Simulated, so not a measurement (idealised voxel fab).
The process module presented herein is designated voxel ribs on slabs.
This is section cut - it's 190 nm across, gridded in 5 nm square cells.
Cross-section, as written here: a square-cell grid given band by band from the top down, where a band holds one or more rows of cells. Top height, bottom height, nm. Materials left to right, width each, nm. Single material + "full width" = fills band edge to edge. "blank" = empty. Heights are expressed relative to 0, this being the level below which the as-received wafer comprises one material exclusively. The lowest band is unbounded in the downward direction and is denoted as in "z 0 and below". A width given as "30->40" starts at the first number in the band's top row and ends at the second number in its bottom row, shifting by an equal amount at every step from row to row. You'll sometimes find "everything unchanged" written for a step, and that's the way of saying that nowhere in the cross-section did a cell change during that step. Entry "Closed void entries" = empty spaces >= 8 cells with no open way to the top; each as width x height at distance, distance from left edge, all nm. That trailing text on a step's line, after the settings, is the simulator's own remark on the step. If you see "overlay nm" on a step's line and that step has a mask, it's telling you how far right of where it was planned the mask ended up; a negative number means it went left instead.
So here's the lineup of process steps we planned
1. RECEIVE, material Si
2. DIRECTIONAL_DEP, material SiO2, thk nm 20
3. DIRECTIONAL_DEP, material SiN, thk nm 25
4. PATTERN, tone cover, mask id RIB, material resist, width nm 20, thk nm 15, overlay nm 0
5. DIRECTIONAL_ETCH, etch materials SiN, depth nm 10
6. STRIP, etch materials resist
7. PATTERN, tone cover, mask id SLAB, material resist, width nm 70, thk nm 20, overlay nm 0
8. DIRECTIONAL_ETCH, etch materials SiN, depth nm 15
9. STRIP, etch materials resist
10. FILL_DEP, material SiO2, thk nm 25
11. CMP, height nm 60
12. DIRECTIONAL_DEP, material TiN, thk nm 5
13. DIRECTIONAL_DEP, material aC, thk nm 15
14. PATTERN, tone cover, mask id HEATER, material resist, width nm 30, thk nm 30, overlay nm 0
15. DIRECTIONAL_ETCH, etch materials aC, depth nm 15
16. STRIP, etch materials resist
17. DIRECTIONAL_ETCH, etch materials TiN, depth nm 5
18. STRIP, etch materials aC
19. CONFORMAL_DEP, material SiO2, thk nm 10
First wafer of two (run as planned)
Step 1 complete: cross-section of the wafer as received
> z 0 and below: Si full width
> Closed void entries: none
Cross-section: wafer state after step 2
> z 20 to 0: SiO2 full width
> Heights below 0 show no change.
Cross-section: wafer state after step 3
> z 45 to 20: SiN full width
> Heights below 20 show no change.
Cross-section: wafer state after step 4
> z 60 to 45: blank 85 | resist 20 | blank 85
> Heights below 45 show no change.
Cross-section: wafer state after step 5
> z 60 to 45: blank 85 | resist 20 | blank 85
> z 45 to 35: blank 85 | SiN 20 | blank 85
> Heights below 35 show no change.
Cross-section: wafer state after step 6
> z 45 to 35: blank 85 | SiN 20 | blank 85
> Heights below 35 show no change.
Cross-section: wafer state after step 7
> z 65 to 45: blank 60 | resist 70 | blank 60
> z 45 to 35: blank 60 | resist 25 | SiN 20 | resist 25 | blank 60
> Heights below 35 show no change.
Cross-section: wafer state after step 8
> z 65 to 45: blank 60 | resist 70 | blank 60
> z 45 to 35: blank 60 | resist 25 | SiN 20 | resist 25 | blank 60
> z 35 to 20: blank 60 | SiN 70 | blank 60
> Heights below 20 show no change.
Cross-section: wafer state after step 9
> z 45 to 35: blank 85 | SiN 20 | blank 85
> Heights below 35 show no change.
Cross-section: wafer state after step 10
> z 70 to 45: SiO2 full width
> z 45 to 35: SiO2 85 | SiN 20 | SiO2 85
> z 35 to 20: SiO2 60 | SiN 70 | SiO2 60
> Heights below 20 show no change.
Cross-section: wafer state after step 11
> z 60 to 45: SiO2 full width
> Heights below 45 show no change.
Cross-section: wafer state after step 12
> z 65 to 60: TiN full width
> Heights below 60 show no change.
Cross-section: wafer state after step 13
> z 80 to 65: aC full width
> Heights below 65 show no change.
Cross-section: wafer state after step 14
> z 110 to 80: blank 80 | resist 30 | blank 80
> Heights below 80 show no change.
Cross-section: wafer state after step 15
> z 95 to 80: blank 80 | resist 30 | blank 80
> z 80 to 65: blank 80 | aC 30 | blank 80
> Heights below 65 show no change.
Cross-section: wafer state after step 16
> z 80 to 65: blank 80 | aC 30 | blank 80
> Heights below 65 show no change.
Cross-section: wafer state after step 17
> z 80 to 65: blank 80 | aC 30 | blank 80
> z 65 to 60: blank 80 | TiN 30 | blank 80
> Heights below 60 show no change.
Cross-section: wafer state after step 18
> z 65 to 60: blank 80 | TiN 30 | blank 80
> Heights below 60 show no change.
Cross-section: wafer state after step 19
> z 75 to 70: blank 70 | SiO2 50 | blank 70
> z 70 to 65: SiO2 full width
> z 65 to 60: SiO2 80 | TiN 30 | SiO2 80
> Heights below 60 show no change.
Okay, second wafer. Nothing different at the start, nothing different in the plan, just one mistake somewhere in the running. As far as step 13, counting that step, it's the first wafer all over again
The second wafer cut through, at the time step 14 was supposed to be finished
> z 110 to 80: blank 85 | resist 25 | blank 80
> Heights below 80 show no change.
The second wafer cut through, at the time step 15 was supposed to be finished
> z 95 to 80: blank 85 | resist 25 | blank 80
> z 80 to 65: blank 85 | aC 25 | blank 80
> Heights below 65 show no change.
The second wafer cut through, at the time step 16 was supposed to be finished
> z 80 to 65: blank 85 | aC 25 | blank 80
> Heights below 65 show no change.
The second wafer cut through, at the time step 17 was supposed to be finished
> z 80 to 65: blank 85 | aC 25 | blank 80
> z 65 to 60: blank 85 | TiN 25 | blank 80
> Heights below 60 show no change.
The second wafer cut through, at the time step 18 was supposed to be finished
> z 65 to 60: blank 85 | TiN 25 | blank 80
> Heights below 60 show no change.
The second wafer cut through, at the time step 19 was supposed to be finished
> z 75 to 70: blank 75 | SiO2 45 | blank 70
> z 70 to 65: SiO2 full width
> z 65 to 60: SiO2 85 | TiN 25 | SiO2 80
> Heights below 60 show no change.
Here's what went sideways: step 14 was processed under conditions differing from the plan, specifically as PATTERN, tone cover, mask id HEATER, material resist, width nm 25, thk nm 30, overlay nm 0
Heads up, by the end the second wafer has more or fewer cells of some materials compared to the first: 1 fewer of TiN
